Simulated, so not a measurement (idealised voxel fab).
process module | voxel gate over fins
cross-section cut | 250 nm wide | cells 5 nm
A cross-section is a grid of square cells, given in bands from the top down. A band is one or more rows of cells.
Each band's line starts with the height of the band's top and of its bottom, in nm. Then come its materials from left to right, each with its width in nm. One material with "throughout" fills the band from edge to edge. "air" is empty space.
Height 0 is the level under which the wafer as received is all one material. The lowest band goes on downwards, as in "0 down".
A width such as "30 to 40" changes by the same amount from each row of cells to the next, from the band's top row to its bottom row.
"no change" after a step means that no cell of the cross-section changed.
closed voids: empty space of 8 cells or more with no open way to the top, each as width x height at its distance from the left edge, in nm
after a step's settings: what the simulator itself notes on the step
overlay nm, on a step with a mask: how far to the right of its planned place the mask lay; to the left if negative
plan
1 op RECEIVE | material Si
2 op CONFORMAL_DEP | material SiN | thk nm 10
3 op DIRECTIONAL_DEP | material aC | thk nm 15
4 op PATTERN | tone cover | mask id FINS | material resist | width nm 15 | pitch nm 35 | thk nm 30 | overlay nm 0
5 op DIRECTIONAL_ETCH | etch materials aC | depth nm 15
6 op STRIP | etch materials resist
7 op DIRECTIONAL_ETCH | etch materials SiN | depth nm 10
8 op DIRECTIONAL_ETCH | etch materials Si | depth nm 40
9 op STRIP | etch materials aC
10 op FILL_DEP | material SiO2 | thk nm 15
11 op CMP | height nm 10
12 op SELECTIVE_ETCH | etch materials SiO2 | depth nm 25
13 op STRIP | etch materials SiN
14 op CONFORMAL_DEP | material HfO2 | thk nm 5
15 op CONFORMAL_DEP | material TiN | thk nm 5
16 op CONFORMAL_DEP | material TiAl | thk nm 5
17 op CONFORMAL_DEP | material TiN | thk nm 5
18 op FILL_DEP | material W | thk nm 15
19 op CMP | height nm 30
20 op CONFORMAL_DEP | material SiN | thk nm 5
as received, after step 1
  0 down: Si throughout
  closed voids: none
first wafer at the end, as planned
  35 to 30: SiN throughout
  30 to 20: W throughout
  20 to 15: W 80 | TiN 90 | W 80
  15 to 10: W 80 | TiN 5 | TiAl 80 | TiN 5 | W 80
  10 to 5: W 80 | TiN 5 | TiAl 5 | TiN 70 | TiAl 5 | TiN 5 | W 80
  5 to 0: TiN 85 | TiAl 5 | TiN 5 | HfO2 25 | TiN 10 | HfO2 25 | TiN 5 | TiAl 5 | TiN 85
  0 to -5: TiAl 90 | TiN 5 | HfO2 5 | Si 15 | HfO2 5 | TiN 10 | HfO2 5 | Si 15 | HfO2 5 | TiN 5 | TiAl 90
  -5 to -10: TiN 95 | HfO2 5 | Si 15 | HfO2 5 | TiN 10 | HfO2 5 | Si 15 | HfO2 5 | TiN 95
  -10 to -15: HfO2 100 | Si 15 | HfO2 20 | Si 15 | HfO2 100
  -15 to -40: SiO2 100 | Si 15 | SiO2 20 | Si 15 | SiO2 100
  -40 down: Si throughout
  closed voids: none
second wafer at the end: like start, like plan, one mistake
  35 to 30: SiN throughout
  30 to 20: W throughout
  20 to 15: TiN throughout
  15 to 10: TiAl throughout
  10 to 5: TiN throughout
  5 to 0: HfO2 105 | TiN 5 | HfO2 30 | TiN 5 | HfO2 105
  0 to -10: Si 100 | HfO2 5 | TiN 5 | HfO2 5 | Si 20 | HfO2 5 | TiN 5 | HfO2 5 | Si 100
  -10 to -15: Si 100 | HfO2 15 | Si 20 | HfO2 15 | Si 100
  -15 to -40: Si 100 | SiO2 15 | Si 20 | SiO2 15 | Si 100
  -40 down: Si throughout
  closed voids: none
what went wrong: step 4 ran as: op PATTERN | tone open | mask id FINS | material resist | width nm 15 | pitch nm 35 | thk nm 30 | overlay nm 0
at the end the second wafer has, in cells: 304 more of Si | 190 fewer of SiO2 | 6 fewer of TiAl | 12 fewer of TiN | 96 fewer of W
